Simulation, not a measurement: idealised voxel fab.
Module name: voxel tone inversion (process module)
FYI the section here is cut, 265 nm wide, cells are 5 nm squares.
Cross-section = grid of square cells, listed top down in bands; band = one or more rows. Read a band's entry like this: the first values are the height of its top and the height of its bottom in nm, and what follows is the sequence of materials from left to right, each with its width in nm. Note that "air" is empty space, and that a single material marked "everywhere" reaches across the band from edge to edge. Beneath 0, the wafer as received is one material, and that level is where height counting begins. The lowest band goes on downward without a bottom; it is written like "0 and below". Top row gets the first number, bottom row gets the second, and each row in between changes by the same step: that is how a band width like "30 to 40" works. Any step labelled "left unchanged" changed none of the cells in the cross-section. "Enclosed void list" specifies each empty space that is not open to the top and that occupies no fewer than 8 cells, using the form width x height at distance, the distance measured from the left edge and all three quantities in nm. If you see something after the settings on a step's line, that's the simulator's own remark about that step. overlay nm: on a step with a mask, how far right of its planned place the mask lay; negative means left.

# List of planned process steps
1) op RECEIVE | material Si
2) op CONFORMAL_DEP | material SiCN | thk nm 5
3) op DIRECTIONAL_DEP | material aC | thk nm 20
4) op PATTERN | tone cover | mask id POSTS | material resist | width nm 20 | pitch nm 45 | thk nm 25 | overlay nm 0
5) op DIRECTIONAL_ETCH | etch materials aC | depth nm 20
6) op STRIP | etch materials resist
7) op FILL_DEP | material lowk | thk nm 5
8) op CMP | height nm 15
9) op STRIP | etch materials aC
10) op CONFORMAL_DEP | material TiN | thk nm 5
11) op FILL_DEP | material Ru | thk nm 5
12) op CMP | height nm 25
13) op CONFORMAL_DEP | material SiCN | thk nm 5
The wafers in this document start out alike and differ in the height nm applied at step 8; the plan shows the value used for the first wafer.

# Cross-section of the first of several wafers as received (after step 1)
    0 and below: Si everywhere
    Enclosed void list: none

# Cross-section of the first of several wafers once the module has run through its last step, step 13
    30 down to 25: SiCN everywhere
    25 down to 20: Ru everywhere
    20 down to 15: TiN (80), Ru (10), TiN (35), Ru (10), TiN (35), Ru (10), TiN (85)
    15 down to 10: lowk (75), TiN (5), Ru (10), TiN (5), lowk (25), TiN (5), Ru (10), TiN (5), lowk (25), TiN (5), Ru (10), TiN (5), lowk (80)
    10 down to 5: lowk (75), TiN (20), lowk (25), TiN (20), lowk (25), TiN (20), lowk (80)
    5 down to 0: SiCN everywhere
    0 and below: Si everywhere
    Enclosed void list: none

# X-section, last wafer, module end
    30 down to 25: SiCN everywhere
    25 down to 5: lowk (75), aC (20), lowk (25), aC (20), lowk (25), aC (20), lowk (80)
    5 down to 0: SiCN everywhere
    0 and below: Si everywhere
    Enclosed void list: none

# Per wafer (row), end of module: delta in cells per material since receipt, (+) for gained, (-) for lost; closed voids after that
height nm 15 | +65 Ru | +106 SiCN | +65 TiN | +82 lowk | Enclosed void list: none
height nm 20 | +18 Ru | +106 SiCN | +71 TiN | +123 lowk | Enclosed void list: none
height nm 25 | +18 Ru | +106 SiCN | +30 TiN | +164 lowk | Enclosed void list: none
height nm 30 | +106 SiCN | +48 aC | +164 lowk | Enclosed void list: none
